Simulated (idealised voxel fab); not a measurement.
process module | voxel trench capacitor
cross-section cut | 270 nm wide | cells 5 nm
A cross-section is a grid of square cells, given in bands from the top down. A band is one or more rows of cells.
Each band's line starts with the height of the band's top and of its bottom, in nm. Then come its materials from left to right, each with its width in nm. One material with "throughout" fills the band from edge to edge. "air" is empty space.
Height 0 is the level under which the wafer as received is all one material. The lowest band goes on downwards, as in "0 down".
A width such as "30 to 40" changes by the same amount from each row of cells to the next, from the band's top row to its bottom row.
"no change" after a step means that no cell of the cross-section changed.
closed voids: empty space of 8 cells or more with no open way to the top, each as width x height at its distance from the left edge, in nm
after a step's settings: what the simulator itself notes on the step
overlay nm, on a step with a mask: how far to the right of its planned place the mask lay; to the left if negative
plan
1 op RECEIVE | material Si
2 op CONFORMAL_DEP | material SiN | thk nm 5
3 op DIRECTIONAL_DEP | material aC | thk nm 15
4 op PATTERN | tone open | mask id TRENCH | material resist | width nm 15 | pitch nm 30 | thk nm 35 | overlay nm 0
5 op DIRECTIONAL_ETCH | etch materials aC | depth nm 15
6 op STRIP | etch materials resist
7 op DIRECTIONAL_ETCH | etch materials SiN | depth nm 5
8 op DIRECTIONAL_ETCH | etch materials Si | depth nm 35
9 op STRIP | etch materials aC
10 op CONFORMAL_DEP | material SiO2 | thk nm 5
11 op FILL_DEP | material polySi | thk nm 10
12 op CMP | height nm 5
as received, after step 1
  0 down: Si throughout
  closed voids: none
first wafer at the end, as planned
  5 to 0: SiN 95 | SiO2 5 | polySi 5 | SiO2 5 | SiN 15 | SiO2 5 | polySi 5 | SiO2 5 | SiN 15 | SiO2 5 | polySi 5 | SiO2 5 | SiN 100
  0 to -30: Si 95 | SiO2 5 | polySi 5 | SiO2 5 | Si 15 | SiO2 5 | polySi 5 | SiO2 5 | Si 15 | SiO2 5 | polySi 5 | SiO2 5 | Si 100
  -30 to -35: Si 95 | SiO2 15 | Si 15 | SiO2 15 | Si 15 | SiO2 15 | Si 100
  -35 down: Si throughout
  closed voids: none
second wafer at the end: like start, like plan, one mistake
  5 to 0: SiN 95 | SiO2 5 | polySi 5 | SiO2 5 | SiN 15 | SiO2 5 | polySi 5 | SiO2 5 | SiN 15 | SiO2 5 | polySi 5 | SiO2 5 | SiN 100
  0 to -65: Si 95 | SiO2 5 | polySi 5 | SiO2 5 | Si 15 | SiO2 5 | polySi 5 | SiO2 5 | Si 15 | SiO2 5 | polySi 5 | SiO2 5 | Si 100
  -65 to -70: Si 95 | SiO2 15 | Si 15 | SiO2 15 | Si 15 | SiO2 15 | Si 100
  -70 down: Si throughout
  closed voids: none
what went wrong: step 8 was run twice
at the end the second wafer has, in cells: 63 fewer of Si | 42 more of SiO2 | 21 more of polySi
